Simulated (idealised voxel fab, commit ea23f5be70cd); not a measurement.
process module | voxel lift off
cross-section cut | 300 nm wide | cells 5 nm
A cross-section is a grid of square cells, given in bands from the top down. A band is one or more rows of cells.
Each band's line starts with the height of the band's top and of its bottom, in nm. Then come its materials from left to right, each with its width in nm. One material with "throughout" fills the band from edge to edge. "air" is empty space.
Height 0 is the level under which the wafer as received is all one material. The lowest band goes on downwards, as in "0 down".
A width such as "30 to 40" changes by the same amount from each row of cells to the next, from the band's top row to its bottom row.
"no change" after a step means that no cell of the cross-section changed.
closed voids: empty space of 8 cells or more with no open way to the top, each as width x height at its distance from the left edge, in nm
after a step's settings: what the simulator itself notes on the step
overlay nm, on a step with a mask: how far to the right of its planned place the mask lay; to the left if negative
plan
1 op RECEIVE | material Si
2 op CONFORMAL_DEP | material SiN | thk nm 5
3 op PATTERN | tone open | mask id LINES | material resist | width nm 25 | pitch nm 50 | thk nm 20 | overlay nm 0
4 op DIRECTIONAL_DEP | material Ru | thk nm 10
5 op STRIP | etch materials resist
6 op CONFORMAL_DEP | material SiN | thk nm 5
first wafer, as planned
as received, after step 1
  0 down: Si throughout
  closed voids: none
after step 2
  5 to 0: SiN throughout
  below 0: unchanged
after step 3
  25 to 5: resist 85 | air 25 | resist 25 | air 25 | resist 25 | air 25 | resist 90
  below 5: unchanged
after step 4
  35 to 25: Ru 85 | air 25 | Ru 25 | air 25 | Ru 25 | air 25 | Ru 90
  25 to 15: resist 85 | air 25 | resist 25 | air 25 | resist 25 | air 25 | resist 90
  15 to 5: resist 85 | Ru 25 | resist 25 | Ru 25 | resist 25 | Ru 25 | resist 90
  below 5: unchanged
after step 5
  15 to 5: air 85 | Ru 25 | air 25 | Ru 25 | air 25 | Ru 25 | air 90
  below 5: unchanged
after step 6
  20 to 15: air 80 | SiN 35 | air 15 | SiN 35 | air 15 | SiN 35 | air 85
  15 to 10: air 80 | SiN 5 | Ru 25 | SiN 5 | air 15 | SiN 5 | Ru 25 | SiN 5 | air 15 | SiN 5 | Ru 25 | SiN 5 | air 85
  10 to 5: SiN 85 | Ru 25 | SiN 25 | Ru 25 | SiN 25 | Ru 25 | SiN 90
  below 5: unchanged
second wafer: like start, like plan, one mistake. Through step 2 it matches the first wafer
when step 3 should have ended
  25 to 5: resist 90 | air 25 | resist 25 | air 25 | resist 25 | air 25 | resist 85
  below 5: unchanged
when step 4 should have ended
  35 to 25: Ru 90 | air 25 | Ru 25 | air 25 | Ru 25 | air 25 | Ru 85
  25 to 15: resist 90 | air 25 | resist 25 | air 25 | resist 25 | air 25 | resist 85
  15 to 5: resist 90 | Ru 25 | resist 25 | Ru 25 | resist 25 | Ru 25 | resist 85
  below 5: unchanged
when step 5 should have ended
  15 to 5: air 90 | Ru 25 | air 25 | Ru 25 | air 25 | Ru 25 | air 85
  below 5: unchanged
when step 6 should have ended
  20 to 15: air 85 | SiN 35 | air 15 | SiN 35 | air 15 | SiN 35 | air 80
  15 to 10: air 85 | SiN 5 | Ru 25 | SiN 5 | air 15 | SiN 5 | Ru 25 | SiN 5 | air 15 | SiN 5 | Ru 25 | SiN 5 | air 80
  10 to 5: SiN 90 | Ru 25 | SiN 25 | Ru 25 | SiN 25 | Ru 25 | SiN 85
  below 5: unchanged
what went wrong: step 3 ran as: op PATTERN | tone open | mask id LINES | material resist | width nm 25 | pitch nm 50 | thk nm 20 | overlay nm 5
at the end the second wafer has, in cells: as many of each material as the first, in other places
